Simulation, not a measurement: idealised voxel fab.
This is a process module. Its name is voxel self aligned contacts.
The width of the displayed cross-section, cut, is 300 nm; its cells are square, with a size of 5 nm.
Notation: cross-section as square-cell grid; stated in bands, top first, going down; one or more cell rows per band. It is stipulated that each band's entry specify, in nanometres, the height of the top of the band and then that of its bottom, followed by the materials of the band in left-to-right sequence, each together with its width in nanometres. A single material marked by the word "throughout" is understood to fill the band from edge to edge; the word "empty" is understood to denote empty space. Height datum 0, below which the as-received substrate wafer is one material. Lowest band open at the bottom, running downward: "0 nm and below". Think of "30..40" as a width that walks from the first number to the second as you go down the band, top row to bottom row, taking equal-sized steps from row to row. "identical to before" -> step changed no cross-section cell. "Closed void listing" specifies each empty space that is not open to the top and that occupies no fewer than 8 cells, using the form width x height at distance, the distance measured from the left edge and all three quantities in nm. The remark found on a step's line after its settings is issued by the simulator itself and pertains to that step. overlay nm: mask offset rightward from planned place, masked step; negative means leftward offset.
LISTED BELOW ARE THE PROCESS STEPS AS PLANNED
1: RECEIVE (material Si)
2: OXIDIZE (depth nm 5)
3: DIRECTIONAL_DEP (material polySi; thk nm 25)
4: DIRECTIONAL_DEP (material SiN; thk nm 25)
5: PATTERN (tone cover; mask id GATE; material resist; width nm 25; pitch nm 65; thk nm 15; overlay nm 0)
6: DIRECTIONAL_ETCH (etch materials SiN; depth nm 25)
7: DIRECTIONAL_ETCH (etch materials polySi; depth nm 25)
8: STRIP (etch materials resist)
9: CONFORMAL_DEP (material SiN; thk nm 10)
10: DIRECTIONAL_ETCH (etch materials SiN; depth nm 10)
11: FILL_DEP (material SiO2; thk nm 15)
12: CMP (height nm 60)
13: MASKED_ETCH (tone open; mask id CONTACT; width nm 50; etch materials SiO2; depth nm 65; overlay nm 0)
14: CONFORMAL_DEP (material TiN; thk nm 5)
15: FILL_DEP (material Ru; thk nm 5)
16: CMP (height nm 60)
17: CONFORMAL_DEP (material SiCN; thk nm 5)
INCOMING WAFER IN CROSS-SECTION (STATE: AFTER STEP 1)
  0 nm and below: Si throughout
  Closed void listing: none
CROSS-SECTIONAL RESULT AFTER MODULE COMPLETION. NOTE: STARTING CONDITION AND PLAN ARE UNCHANGED FROM ABOVE; ONE PROCESSING MISTAKE WAS MADE
  65 nm to 60 nm: SiCN throughout
  60 nm to 55 nm: 125 nm SiO2 | 5 nm TiN | 40 nm Ru | 5 nm TiN | 125 nm SiO2
  55 nm to 50 nm: 125 nm SiO2 | 50 nm TiN | 125 nm SiO2
  50 nm to 25 nm: TiN throughout
  25 nm to 0 nm: polySi throughout
  0 nm to -5 nm: SiO2 throughout
  -5 nm and below: Si throughout
  Closed void listing: none
Where did the run depart from the plan? step 4 deviated from plan and actually ran as DIRECTIONAL_DEP (material TiN; thk nm 25)
